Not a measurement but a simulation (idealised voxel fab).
The process module that follows is named voxel lift off.
Xsec cut, 300 nm wide, square cell size 5 nm.
A cross-section in this document is a grid of square cells, and it is written down as bands, the top band listed before the ones below it; a band is made up of one or more rows of cells.
Heights first: top, then bottom, in nm. Then materials, left to right, each with a width in nm. "all across" on a single material: fills the band edge to edge. "air": empty space.
For the purposes of this specification, 0 denotes the height below which the wafer in its as-received condition is composed wholly of one material, and the lowermost band, lacking a lower limit, extends downward without end, as expressed in "0..down".
So if you see something like "30->40" for the width, read it as the top row of the band sitting at the first number and the bottom row at the second, with every row in between moving by the same amount as the last.
"all unchanged" -> step changed no cross-section cell.
Entry "Enclosed internal cavities" = empty spaces >= 8 cells with no open way to the top; each as width x height at distance, distance from left edge, all nm.
Note: text after step settings on the step line = simulator remark on that step.
On any step carrying a mask, the "overlay nm" setting, if present on the step's line, tells how far right of its planned place the mask lay; negative values point to the left.

Listed below are the process steps as planned
1: RECEIVE [material Si]
2: CONFORMAL_DEP [material SiN] [thk nm 10]
3: PATTERN [tone open] [mask id LINES] [material resist] [width nm 25] [pitch nm 45] [thk nm 15] [overlay nm 0]
4: DIRECTIONAL_DEP [material Ru] [thk nm 5]
5: STRIP [etch materials resist]
6: CONFORMAL_DEP [material SiCN] [thk nm 5]

Wafer, first of two, run as planned

So this is the incoming wafer in cross-section - it's already been through step 1
- 0..down | Si all across
- Enclosed internal cavities: none

Step 2 complete: cross-section through the wafer
- 10..0 | SiN all across
- Rest of section, below 0: as before.

Step 3 complete: cross-section through the wafer
- 25..10 | 70 of resist / 25 of air / 20 of resist / 25 of air / 20 of resist / 25 of air / 20 of resist / 25 of air / 70 of resist
- Rest of section, below 10: as before.

Step 4 complete: cross-section through the wafer
- 30..25 | 70 of Ru / 25 of air / 20 of Ru / 25 of air / 20 of Ru / 25 of air / 20 of Ru / 25 of air / 70 of Ru
- 25..15 | 70 of resist / 25 of air / 20 of resist / 25 of air / 20 of resist / 25 of air / 20 of resist / 25 of air / 70 of resist
- 15..10 | 70 of resist / 25 of Ru / 20 of resist / 25 of Ru / 20 of resist / 25 of Ru / 20 of resist / 25 of Ru / 70 of resist
- Rest of section, below 10: as before.

Step 5 complete: cross-section through the wafer
- 15..10 | 70 of air / 25 of Ru / 20 of air / 25 of Ru / 20 of air / 25 of Ru / 20 of air / 25 of Ru / 70 of air
- Rest of section, below 10: as before.

Step 6 complete: cross-section through the wafer
- 20..15 | 65 of air / 35 of SiCN / 10 of air / 35 of SiCN / 10 of air / 35 of SiCN / 10 of air / 35 of SiCN / 65 of air
- 15..10 | 70 of SiCN / 25 of Ru / 20 of SiCN / 25 of Ru / 20 of SiCN / 25 of Ru / 20 of SiCN / 25 of Ru / 70 of SiCN
- Rest of section, below 10: as before.

Second wafer: same start and same plan as the first, one execution error; identical to the first through step 2

What the second wafer looks like in cross-section when step 3 should have wrapped up
- 25..10 | 80 of resist / 25 of air / 20 of resist / 25 of air / 20 of resist / 25 of air / 20 of resist / 25 of air / 60 of resist
- Rest of section, below 10: as before.

What the second wafer looks like in cross-section when step 4 should have wrapped up
- 30..25 | 80 of Ru / 25 of air / 20 of Ru / 25 of air / 20 of Ru / 25 of air / 20 of Ru / 25 of air / 60 of Ru
- 25..15 | 80 of resist / 25 of air / 20 of resist / 25 of air / 20 of resist / 25 of air / 20 of resist / 25 of air / 60 of resist
- 15..10 | 80 of resist / 25 of Ru / 20 of resist / 25 of Ru / 20 of resist / 25 of Ru / 20 of resist / 25 of Ru / 60 of resist
- Rest of section, below 10: as before.

What the second wafer looks like in cross-section when step 5 should have wrapped up
- 15..10 | 80 of air / 25 of Ru / 20 of air / 25 of Ru / 20 of air / 25 of Ru / 20 of air / 25 of Ru / 60 of air
- Rest of section, below 10: as before.

What the second wafer looks like in cross-section when step 6 should have wrapped up
- 20..15 | 75 of air / 35 of SiCN / 10 of air / 35 of SiCN / 10 of air / 35 of SiCN / 10 of air / 35 of SiCN / 55 of air
- 15..10 | 80 of SiCN / 25 of Ru / 20 of SiCN / 25 of Ru / 20 of SiCN / 25 of Ru / 20 of SiCN / 25 of Ru / 60 of SiCN
- Rest of section, below 10: as before.
Nonconformance to the process plan: off-plan run, step 3, actual operation and settings PATTERN [tone open] [mask id LINES] [material resist] [width nm 25] [pitch nm 45] [thk nm 15] [overlay nm 10]
When the process is done, the second wafer contains the same cell count of every material as the first wafer, but distributed over other locations.
